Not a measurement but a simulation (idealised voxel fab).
Name of the process module below: voxel gate over fins
This is section cut - it's 240 nm across, gridded in 5 nm square cells.
Cross-section, as written here: a square-cell grid given band by band from the top down, where a band holds one or more rows of cells.
The entry gives the band's vertical extent as a top height and a bottom height in nm, then its horizontal make-up as materials from left to right, each with a width in nm. "blank" stands for empty space; a single material marked "all across" fills the band edge to edge.
Heads up on the height convention: 0 is the point under which the incoming wafer is all one material, and the lowest band has no bottom, it just keeps going down, like "z 0 and below".
Width "30 to 40": first value at the band's top row of cells, second value at its bottom row, equal change from row to row.
It should be understood that the words "no modifications", when stated for a given step, signify that the cross-section underwent no change in any of its cells during that step.
If an empty space has no open way to the top and is at least 8 cells in size, "Non-vented voids" lists it, written width x height at distance, where distance is measured from the left edge and every value is in nm.
Text after the settings on a step's line: the simulator's own remark on that step.
The optional step-line setting "overlay nm" applies to steps with a mask and quantifies how far to the right of its planned location the mask lay, a negative value indicating leftward placement.
Intended process steps
step 1: RECEIVE with material Si
step 2: CONFORMAL_DEP with material SiN, thk nm 10
step 3: MASKED_ETCH with tone cover, mask id FINS, width nm 15, pitch nm 55, etch materials SiN, depth nm 10, overlay nm 0
step 4: MASKED_ETCH with tone cover, mask id FINS, width nm 15, pitch nm 55, etch materials Si, depth nm 30, overlay nm 0
step 5: FILL_DEP with material SiO2, thk nm 10
step 6: CMP with height nm 10
step 7: PATTERN with tone open, mask id RAIL, material resist, width nm 15, thk nm 20, overlay nm 0
step 8: DIRECTIONAL_ETCH with etch materials SiO2, depth nm 35
step 9: STRIP with etch materials resist
step 10: CONFORMAL_DEP with material TiN, thk nm 5
step 11: FILL_DEP with material Ru, thk nm 5
step 12: CMP with height nm 10
step 13: SELECTIVE_ETCH with etch materials W Ru TiN, depth nm 30
step 14: FILL_DEP with material SiO2, thk nm 5
step 15: CMP with height nm 10
step 16: SELECTIVE_ETCH with etch materials SiO2, depth nm 20
step 17: STRIP with etch materials SiN
step 18: CONFORMAL_DEP with material HfO2, thk nm 5
step 19: CONFORMAL_DEP with material TiN, thk nm 5
step 20: FILL_DEP with material W, thk nm 10
step 21: CMP with height nm 15
step 22: CONFORMAL_DEP with material SiCN, thk nm 10
So this is the incoming wafer in cross-section - it's already been through step 1
    z 0 and below  Si all across
    Non-vented voids: none
Below is the wafer in cross-section after the module was completed. It began from the starting point shown above and followed the plan shown above, except that one mistake was made while running it
    z 25 to 15  SiCN all across
    z 15 to 5  W all across
    z 5 to 0  W=50  TiN=25  W=30  TiN=25  W=30  TiN=25  W=55
    z 0 to -5  W=50  TiN=5  Si=15  TiN=5  W=30  TiN=5  Si=15  TiN=5  W=30  TiN=5  Si=15  TiN=5  W=55
    z -5 to -10  TiN=55  Si=15  TiN=40  Si=15  TiN=40  Si=15  TiN=60
    z -10 to -20  SiO2=55  Si=15  SiO2=40  Si=15  SiO2=40  Si=15  SiO2=60
    z -20 to -25  SiO2=55  Si=15  SiO2=10  TiN=15  SiO2=15  Si=15  SiO2=40  Si=15  SiO2=60
    z -25 to -30  SiO2=55  Si=15  SiO2=40  Si=15  SiO2=40  Si=15  SiO2=60
    z -30 and below  Si all across
    Non-vented voids: none
Diagnosis: step 18 of the plan: omitted, not performed
